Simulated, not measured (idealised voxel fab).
Process module in this document: voxel capacitor over wiring
155 nm wide, 5 nm square cells: that's cross-section cut.
The cross-sections in this document take the form of a grid made of square cells. They are written out as bands, in order from top to bottom. Each band consists of one or more rows of cells.
This entry defines a band. It first specifies the height of the band's top and the height of its bottom in nm, and then specifies the band's materials from left to right, stating each material with its width in nm. The word "throughout" identifies a single material that fills the band from edge to edge, while the word "blank" identifies empty space.
It should be noted that heights are counted from 0, beneath which the wafer as supplied is of one material throughout, and that the lowest band possesses no lower boundary but continues downward, as written in "0 -> down".
So if you see something like "30->40" for the width, read it as the top row of the band sitting at the first number and the bottom row at the second, with every row in between moving by the same amount as the last.
Where the words "left unchanged" appear for a step, the cross-section shows no cell changed by that step; every cell remained as before.
"Unvented internal voids" means: voids of 8 cells or more that are shut off from the top with no open way through. Written width x height at distance, distance from the left edge, in nm.
If you see something after the settings on a step's line, that's the simulator's own remark about that step.
overlay nm: where the mask lay relative to plan, measured to the right, on steps with a mask; negatives go left.

### Set out below are the planned steps of the process
1,RECEIVE with material Si
2,CONFORMAL_DEP with material SiO2, thk nm 10
3,CONFORMAL_DEP with material SiN, thk nm 5
4,DIRECTIONAL_DEP with material SiO2, thk nm 25
5,DIRECTIONAL_DEP with material aC, thk nm 15
6,PATTERN with tone open, mask id METAL_1, material resist, width nm 20, pitch nm 85, thk nm 30, overlay nm 0
7,DIRECTIONAL_ETCH with etch materials aC, depth nm 15
8,STRIP with etch materials resist
9,DIRECTIONAL_ETCH with etch materials SiO2, depth nm 25
10,DIRECTIONAL_ETCH with etch materials SiN, depth nm 5
11,STRIP with etch materials aC
12,CONFORMAL_DEP with material TiN, thk nm 5
13,FILL_DEP with material Cu, thk nm 5
14,CMP with height nm 40
15,CONFORMAL_DEP with material SiCN, thk nm 5
16,DIRECTIONAL_DEP with material SiO2, thk nm 15
17,DIRECTIONAL_DEP with material aC, thk nm 15
18,PATTERN with tone open, mask id PLUG_1, material resist, width nm 15, thk nm 30, overlay nm 0
19,DIRECTIONAL_ETCH with etch materials aC, depth nm 15
20,STRIP with etch materials resist
21,DIRECTIONAL_ETCH with etch materials SiO2, depth nm 15
22,DIRECTIONAL_ETCH with etch materials SiCN, depth nm 5
23,STRIP with etch materials aC
24,EPI with material Ru, thk nm 10
25,EPI with material Ru, thk nm 10
26,DIRECTIONAL_DEP with material TiN, thk nm 10
27,DIRECTIONAL_DEP with material SiN, thk nm 5
28,DIRECTIONAL_DEP with material TiN, thk nm 5
29,PATTERN with tone cover, mask id UPPER_PLATE, material resist, width nm 70, thk nm 15, overlay nm 0
30,DIRECTIONAL_ETCH with etch materials TiN, depth nm 5
31,DIRECTIONAL_ETCH with etch materials SiN, depth nm 5
32,STRIP with etch materials resist
33,MASKED_ETCH with tone cover, mask id LOWER_PLATE, width nm 80, etch materials TiN, depth nm 10, overlay nm 0
34,FILL_DEP with material SiO2, thk nm 15
35,CMP with height nm 90
36,MASKED_ETCH with tone open, mask id PLUG_2, width nm 15, etch materials SiO2, depth nm 10, overlay nm 0
37,CONFORMAL_DEP with material TiN, thk nm 5
38,FILL_DEP with material Ru, thk nm 10
39,CMP with height nm 90
40,CONFORMAL_DEP with material SiCN, thk nm 5

### Cross-section: wafer on arrival = after step 1
- 0 -> down: Si throughout
- Unvented internal voids: none

### Final wafer profile in cross-section after the module, from the same start and plan as above, with one mistake made during processing
- 95 -> 90: SiCN throughout
- 90 -> 85: SiO2=40, then TiN=5, then Ru=5, then TiN=5, then SiO2=100
- 85 -> 75: SiO2=40->30, then TiN=15->70, then SiO2=100->55
- 75 -> 70: SiO2=30, then SiN=70, then SiO2=55
- 70 -> 60: SiO2=25, then TiN=80, then SiO2=50
- 60 -> 45: SiO2=30, then Ru=15, then SiO2=110
- 45 -> 40: SiCN=30, then Ru=15, then SiCN=110
- 40 -> 15: SiO2=25, then TiN=5, then SiCN=10, then TiN=5, then SiO2=65, then TiN=5, then SiCN=10, then TiN=5, then SiO2=25
- 15 -> 10: SiN=25, then TiN=20, then SiN=65, then TiN=20, then SiN=25
- 10 -> 0: SiO2 throughout
- 0 -> down: Si throughout
- Unvented internal voids: none
Deviation noted in wafer processing: so step 13 ended up running with a different setting than we planned, it ran as FILL_DEP with material SiCN, thk nm 5
